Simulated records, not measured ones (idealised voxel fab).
A process module follows: voxel fin reveal.
The cross-section on display is named cut; it measures 215 nm wide, and its cells are 5 nm squares.
If you're reading a cross-section in this doc, picture square cells in a grid; it comes to you as bands, top ones listed first down to the bottom, and a band can be one or more rows of cells.
Band: top height; bottom height; in nm. Then, left to right: material with width in nm, for each material. "throughout": a single material spanning edge to edge. "blank": empty space.
We count height from 0. Below that, the starting wafer is all one material. The lowest band never ends at the bottom but goes on down; see "0..down" for how that is written.
The notation "30 to 40" denotes a width that varies across the rows of cells in the band, beginning at the first number in the top row, finishing at the second number in the bottom row, and changing by an identical amount from each row to the next.
"everything unchanged", as given for a step, is the statement that not any cell of the cross-section underwent a change during that step.
Listed in "Closed void list": every empty space of 8 or more cells without an open way to the top. Form: width x height at distance, the distance being from the left edge, all in nm.
Post-settings text on a step line: simulator's own remark regarding the step.
overlay nm: on a step with a mask, how far right of its planned place the mask lay; negative means left.

Planned step list for the process:
1: RECEIVE with material Si
2: CONFORMAL_DEP with material SiN, thk nm 10
3: MASKED_ETCH with tone cover, mask id FINS, width nm 15, pitch nm 45, etch materials SiN, depth nm 10, overlay nm 0
4: MASKED_ETCH with tone cover, mask id FINS, width nm 15, pitch nm 45, etch materials Si, depth nm 30, overlay nm 0
5: OXIDIZE with depth nm 5
6: FILL_DEP with material SiO2, thk nm 15
7: CMP with height nm 10
8: SELECTIVE_ETCH with etch materials SiO2, depth nm 20
9: STRIP with etch materials SiN

Cross-section, incoming material, after step 1:
> 0..down = Si throughout
> Closed void list: none

First wafer of two, sectioned at end of module; run went per plan:
> 0..-10 = blank: 80; Si: 5; blank: 40; Si: 5; blank: 85
> -10..-35 = SiO2: 80; Si: 5; SiO2: 40; Si: 5; SiO2: 85
> -35..down = Si throughout
> Closed void list: none

Wafer two, sectioned after the module: the first wafer's start, the first wafer's plan, and one mistake in how it was run:
> 10..0 = blank: 75; SiN: 15; blank: 30; SiN: 15; blank: 80
> 0..-35 = blank: 80; Si: 5; blank: 40; Si: 5; blank: 85
> -35..down = Si throughout
> Closed void list: none
Run error: not per plan at step 9, really ran STRIP with etch materials SiO2
Upon completion, the second wafer contains, in terms of cells, a greater or smaller amount of certain materials than the first wafer: SiN: 12 more | SiO2: 205 fewer
